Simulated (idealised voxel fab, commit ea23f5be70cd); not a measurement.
Process module, titled voxel wiring stack
Cross-section cut spans 155 nm and uses square cells 5 nm in size.
In what follows, cross-sections appear as grids of square cells, described through bands that run from the top down, where every band is one or more rows of cells. Basically the band line says how high the top is and how high the bottom is, in nm, and then what's in it from left to right, every material with its width in nm. Empty space shows up as "air", and if a single material carries "edge to edge" it runs the full band edge to edge. Measure heights from 0. That's the level where, below it, the as-received wafer is all one material. The lowest band is bottomless and extends downward; write it as in "top 0, no bottom". The two numbers in a width such as "30..40" mark its ends across the band: the first belongs to the top row of cells, the second to the bottom row, and from each row to the next the width moves by the same amount. When a step is marked "no modifications", none of the cells in the cross-section changed during that step. "closed voids" lists enclosed empty spaces (at least 8 cells, no open path upward to the top), each as width x height at distance from the left edge, in nm. If you see something after the settings on a step's line, that's the simulator's own remark about that step. What "overlay nm" on a step's line means: if the step has a mask, that mask lay this far to the right of its planned place, or, when the value is negative, to the left.
## This section lists the process steps that were planned
- 1: RECEIVE with material Si
- 2: CONFORMAL_DEP with material SiO2, thk nm 10
- 3: CONFORMAL_DEP with material SiN, thk nm 5
- 4: DIRECTIONAL_DEP with material lowk, thk nm 25
- 5: PATTERN with tone open, mask id METAL_1, material resist, width nm 25, pitch nm 55, thk nm 20, overlay nm 0
- 6: DIRECTIONAL_ETCH with etch materials lowk, depth nm 25
- 7: DIRECTIONAL_ETCH with etch materials SiN, depth nm 5
- 8: STRIP with etch materials resist
- 9: CONFORMAL_DEP with material TiN, thk nm 5
- 10: FILL_DEP with material Ru, thk nm 10
- 11: CMP with height nm 40
- 12: EPI with material Ru, thk nm 5
- 13: FILL_DEP with material SiCN, thk nm 5
- 14: DIRECTIONAL_DEP with material lowk, thk nm 15
- 15: MASKED_ETCH with tone open, mask id PLUG_1, width nm 15, etch materials lowk, depth nm 15, overlay nm 0
- 16: MASKED_ETCH with tone open, mask id PLUG_1, width nm 15, etch materials SiCN, depth nm 5, overlay nm 0
- 17: EPI with material Ru, thk nm 10
- 18: EPI with material Ru, thk nm 10
- 19: DIRECTIONAL_DEP with material TiN, thk nm 5
- 20: DIRECTIONAL_DEP with material W, thk nm 20
- 21: DIRECTIONAL_DEP with material aC, thk nm 15
- 22: PATTERN with tone cover, mask id METAL_2, material resist, width nm 25, pitch nm 55, thk nm 30, overlay nm 0
- 23: DIRECTIONAL_ETCH with etch materials aC, depth nm 15
- 24: STRIP with etch materials resist
- 25: DIRECTIONAL_ETCH with etch materials W, depth nm 20
- 26: DIRECTIONAL_ETCH with etch materials TiN, depth nm 5
- 27: STRIP with etch materials aC
- 28: FILL_DEP with material SiO2, thk nm 5
- 29: CMP with height nm 90
- 30: CONFORMAL_DEP with material SiCN, thk nm 5
## Incoming wafer, cross-sectional view, post step 1
> top 0, no bottom  Si edge to edge
> closed voids: none
## Result of the module, cross-sectioned: start per above, plan per above, one error in how it was run
> top 95, bottom 90  SiCN edge to edge
> top 90, bottom 70  SiO2 35  W 25  SiO2 30  W 25  SiO2 40
> top 70, bottom 65  SiO2 35  TiN 25  SiO2 30  TiN 25  SiO2 40
> top 65, bottom 50  lowk 35  Ru 15  lowk 105
> top 50, bottom 45  SiCN 35  Ru 15  SiCN 105
> top 45, bottom 40  SiCN 30  Ru 35  SiCN 20  Ru 35  SiCN 35
> top 40, bottom 35  SiN 35  TiN 25  SiN 30  TiN 25  SiN 40
> top 35, bottom 10  lowk edge to edge
> top 10, bottom 0  SiO2 edge to edge
> top 0, no bottom  Si edge to edge
> closed voids: none
Here's what went sideways: the run placed steps 3 and 4 each in the position the plan gave to the other
